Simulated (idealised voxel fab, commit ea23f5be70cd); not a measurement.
A process module follows: voxel trench capacitor.
Cross-section cut spans 295 nm and uses square cells 5 nm in size.
Cross-section, as written here: a square-cell grid given band by band from the top down, where a band holds one or more rows of cells. Band entry format. Leading values: height of top, height of bottom, nm. Remainder: materials in left-to-right order, each with its width in nm. Special words: "throughout" on a single material, which then fills the band edge to edge; "empty", empty space. Beneath 0, the wafer as received is one material, and that level is where height counting begins. The lowest band goes on downward without a bottom; it is written like "z 0 and below". The two numbers in a width such as "30 to 40" mark its ends across the band: the first belongs to the top row of cells, the second to the bottom row, and from each row to the next the width moves by the same amount. Where the words "nothing got changed" appear for a step, the cross-section shows no cell changed by that step; every cell remained as before. Voids not open to the top, 8 cells minimum: see "Entrapped voids". Written width x height at distance; distance is from the left edge; nm. The remark found on a step's line after its settings is issued by the simulator itself and pertains to that step. overlay nm: mask right of planned place by this much (step with mask). Neg. = left.
Below is the list of planned process steps:
1 RECEIVE | material Si
2 CONFORMAL_DEP | material SiN | thk nm 10
3 DIRECTIONAL_DEP | material aC | thk nm 10
4 PATTERN | tone open | mask id TRENCH | material resist | width nm 20 | pitch nm 50 | thk nm 30 | overlay nm 0
5 DIRECTIONAL_ETCH | etch materials aC | depth nm 10
6 STRIP | etch materials resist
7 DIRECTIONAL_ETCH | etch materials SiN | depth nm 10
8 DIRECTIONAL_ETCH | etch materials Si | depth nm 35
9 STRIP | etch materials aC
10 CONFORMAL_DEP | material Al2O3 | thk nm 5
11 FILL_DEP | material polySi | thk nm 5
12 CMP | height nm 10
Cross-sectional view of the wafer in its as-received condition, corresponding to the state after step 1:
> z 0 and below  Si throughout
> Entrapped voids: none
first wafer at the end, as planned:
> z 10 to 0  SiN=60, then Al2O3=5, then polySi=10, then Al2O3=5, then SiN=30, then Al2O3=5, then polySi=10, then Al2O3=5, then SiN=30, then Al2O3=5, then polySi=10, then Al2O3=5, then SiN=30, then Al2O3=5, then polySi=10, then Al2O3=5, then SiN=65
> z 0 to -30  Si=60, then Al2O3=5, then polySi=10, then Al2O3=5, then Si=30, then Al2O3=5, then polySi=10, then Al2O3=5, then Si=30, then Al2O3=5, then polySi=10, then Al2O3=5, then Si=30, then Al2O3=5, then polySi=10, then Al2O3=5, then Si=65
> z -30 to -35  Si=60, then Al2O3=20, then Si=30, then Al2O3=20, then Si=30, then Al2O3=20, then Si=30, then Al2O3=20, then Si=65
> z -35 and below  Si throughout
> Entrapped voids: none
Presented here is a cross-section of the second of the two wafers as it stood at the end of the module. It was started in the same manner and assigned the same plan as the first wafer; however, one mistake was made in its execution:
> z 10 to 0  SiN=60, then Al2O3=5, then aC=10, then Al2O3=5, then SiN=30, then Al2O3=5, then aC=10, then Al2O3=5, then SiN=30, then Al2O3=5, then aC=10, then Al2O3=5, then SiN=30, then Al2O3=5, then aC=10, then Al2O3=5, then SiN=65
> z 0 to -30  Si=60, then Al2O3=5, then aC=10, then Al2O3=5, then Si=30, then Al2O3=5, then aC=10, then Al2O3=5, then Si=30, then Al2O3=5, then aC=10, then Al2O3=5, then Si=30, then Al2O3=5, then aC=10, then Al2O3=5, then Si=65
> z -30 to -35  Si=60, then Al2O3=20, then Si=30, then Al2O3=20, then Si=30, then Al2O3=20, then Si=30, then Al2O3=20, then Si=65
> z -35 and below  Si throughout
> Entrapped voids: none
Nonconformance to the process plan: step 11 deviated from plan and actually ran as FILL_DEP | material aC | thk nm 5
at the end the second wafer has, in cells: aC +64, polySi -64
